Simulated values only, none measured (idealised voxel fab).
Process module heading - voxel trench capacitor
This is section cut - it's 285 nm across, gridded in 5 nm square cells.
A cross-section is a grid of square cells, given in bands from the top down. A band is one or more rows of cells.
It is stipulated that each band's entry specify, in nanometres, the height of the top of the band and then that of its bottom, followed by the materials of the band in left-to-right sequence, each together with its width in nanometres. A single material marked by the word "throughout" is understood to fill the band from edge to edge; the word "air" is understood to denote empty space.
Counting heights begins at 0, where everything beneath is, in the wafer as received, one material. The lowest band has no bottom; it goes on downwards, as "top 0, no bottom" shows.
A width given as "30..40" starts at the first number in the band's top row and ends at the second number in its bottom row, shifting by an equal amount at every step from row to row.
You'll sometimes find "identical to before" written for a step, and that's the way of saying that nowhere in the cross-section did a cell change during that step.
Reported under the label "Sealed void inventory" are the empty spaces having no open way to the top and comprising 8 cells or more; the notation for each is width x height at distance, in which the distance is measured from the left edge and all three values are in nm.
That trailing text on a step's line, after the settings, is the simulator's own remark on the step.
When a step includes a mask, the "overlay nm" setting on its line states how far to the right of its planned place that mask lay, and negative values state how far to the left.
PLANNED PROCESS STEPS
1 op RECEIVE | material Si
2 op CONFORMAL_DEP | material SiN | thk nm 10
3 op MASKED_ETCH | tone open | mask id TRENCH | width nm 15 | pitch nm 35 | etch materials SiN | depth nm 10 | overlay nm 0
4 op MASKED_ETCH | tone open | mask id TRENCH | width nm 15 | pitch nm 35 | etch materials Si | depth nm 25 | overlay nm 0
5 op CONFORMAL_DEP | material Al2O3 | thk nm 5
6 op FILL_DEP | material polySi | thk nm 10
7 op CMP | height nm 10
WAFER AS RECEIVED: CROSS-SECTION FOLLOWING STEP 1
    top 0, no bottom = Si throughout
    Sealed void inventory: none
HERE'S THE WAFER CUT IN CROSS-SECTION AFTER THE MODULE, STARTED AND PLANNED JUST LIKE ABOVE, EXCEPT ONE THING WAS DONE WRONG IN THE RUN
    top 10, bottom 0 = 115 nm SiN  5 nm Al2O3  10..5 nm polySi  5..10 nm Al2O3  15 nm SiN  5 nm Al2O3  10..5 nm polySi  5..10 nm Al2O3  115 nm SiN
    top 0, bottom -20 = 115 nm Si  5 nm Al2O3  5 nm polySi  5 nm Al2O3  20 nm Si  5 nm Al2O3  5 nm polySi  5 nm Al2O3  120 nm Si
    top -20, bottom -25 = 115 nm Si  15 nm Al2O3  20 nm Si  15 nm Al2O3  120 nm Si
    top -25, no bottom = Si throughout
    Sealed void inventory: none
What was done differently from what was planned? step 3 was not run as planned; what actually ran was op MASKED_ETCH | tone open | mask id TRENCH | width nm 20 | pitch nm 35 | etch materials SiN | depth nm 10 | overlay nm 0
